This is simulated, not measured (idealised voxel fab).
This is a process module. Its name is voxel gate over fins.
FYI the section here is cut, 270 nm wide, cells are 5 nm squares.
A cross-section in this document is a grid of square cells, and it is written down as bands, the top band listed before the ones below it; a band is made up of one or more rows of cells. For a band, the entry starts with two heights in nm, that of the top and then that of the bottom, and carries on with the band's materials in order from left to right, each alongside its width in nm; the word "full width" beside a single material means it fills the band edge to edge, and "empty" means empty space. Height reference: 0 = level under which incoming wafer is all one material. Lowest band: no bottom, runs on downward, e.g. "top 0, no bottom". A two-number width, for instance "30..40", indicates that the width is equal to the first number in the top row of the band and to the second number in the bottom row, and that it changes by a constant amount per row of cells. Take "changes: none" at face value: in the step it is given for, the cross-section changed in none of its cells. The entry "Closed void inventory" lists the empty spaces that cover at least 8 cells and have no open path to the top. Each is written as width x height at distance, where the distance is measured from the left edge and all three values are in nm. Past the settings on a step's line: simulator remark, on that step. overlay nm: mask offset rightward from planned place, masked step; negative means leftward offset.
THIS SECTION LISTS THE PROCESS STEPS THAT WERE PLANNED
| 1 | RECEIVE, material Si |
| 2 | CONFORMAL_DEP, material SiN, thk nm 5 |
| 3 | PATTERN, tone cover, mask id FINS, material resist, width nm 15, pitch nm 40, thk nm 15, overlay nm 0 |
| 4 | DIRECTIONAL_ETCH, etch materials SiN, depth nm 5 |
| 5 | DIRECTIONAL_ETCH, etch materials Si, depth nm 35 |
| 6 | STRIP, etch materials resist |
| 7 | OXIDIZE, depth nm 5 |
| 8 | FILL_DEP, material SiO2, thk nm 15 |
| 9 | CMP, height nm 5 |
| 10 | SELECTIVE_ETCH, etch materials SiO2, depth nm 15 |
| 11 | STRIP, etch materials SiN |
| 12 | CONFORMAL_DEP, material HfO2, thk nm 5 |
| 13 | CONFORMAL_DEP, material TiN, thk nm 5 |
| 14 | CONFORMAL_DEP, material TiAl, thk nm 5 |
| 15 | CONFORMAL_DEP, material TiN, thk nm 5 |
| 16 | FILL_DEP, material W, thk nm 15 |
| 17 | CMP, height nm 30 |
| 18 | CONFORMAL_DEP, material SiN, thk nm 10 |
AS-RECEIVED WAFER CROSS-SECTION (AFTER STEP 1)
  top 0, no bottom | Si full width
  Closed void inventory: none
HERE'S THE WAFER CUT IN CROSS-SECTION AFTER THE MODULE, STARTED AND PLANNED JUST LIKE ABOVE, EXCEPT ONE THING WAS DONE WRONG IN THE RUN
  top 40, bottom 30 | SiN full width
  top 30, bottom 20 | W full width
  top 20, bottom 15 | TiN full width
  top 15, bottom 10 | TiAl full width
  top 10, bottom 5 | TiN (90) / TiAl (5) / TiN (35) / TiAl (5) / TiN (35) / TiAl (5) / TiN (95)
  top 5, bottom 0 | HfO2 (85) / TiN (5) / TiAl (5) / TiN (5) / HfO2 (25) / TiN (5) / TiAl (5) / TiN (5) / HfO2 (25) / TiN (5) / TiAl (5) / TiN (5) / HfO2 (90)
  top 0, bottom -5 | Si (80) / HfO2 (5) / TiN (15) / HfO2 (5) / Si (15) / HfO2 (5) / TiN (15) / HfO2 (5) / Si (15) / HfO2 (5) / TiN (15) / HfO2 (5) / Si (85)
  top -5, bottom -10 | Si (80) / HfO2 (25) / Si (15) / HfO2 (25) / Si (15) / HfO2 (25) / Si (85)
  top -10, bottom -40 | Si (80) / SiO2 (25) / Si (15) / SiO2 (25) / Si (15) / SiO2 (25) / Si (85)
  top -40, no bottom | Si full width
  Closed void inventory: none
what went wrong: contrary to plan, step 3 was performed as PATTERN, tone open, mask id FINS, material resist, width nm 15, pitch nm 40, thk nm 15, overlay nm 0
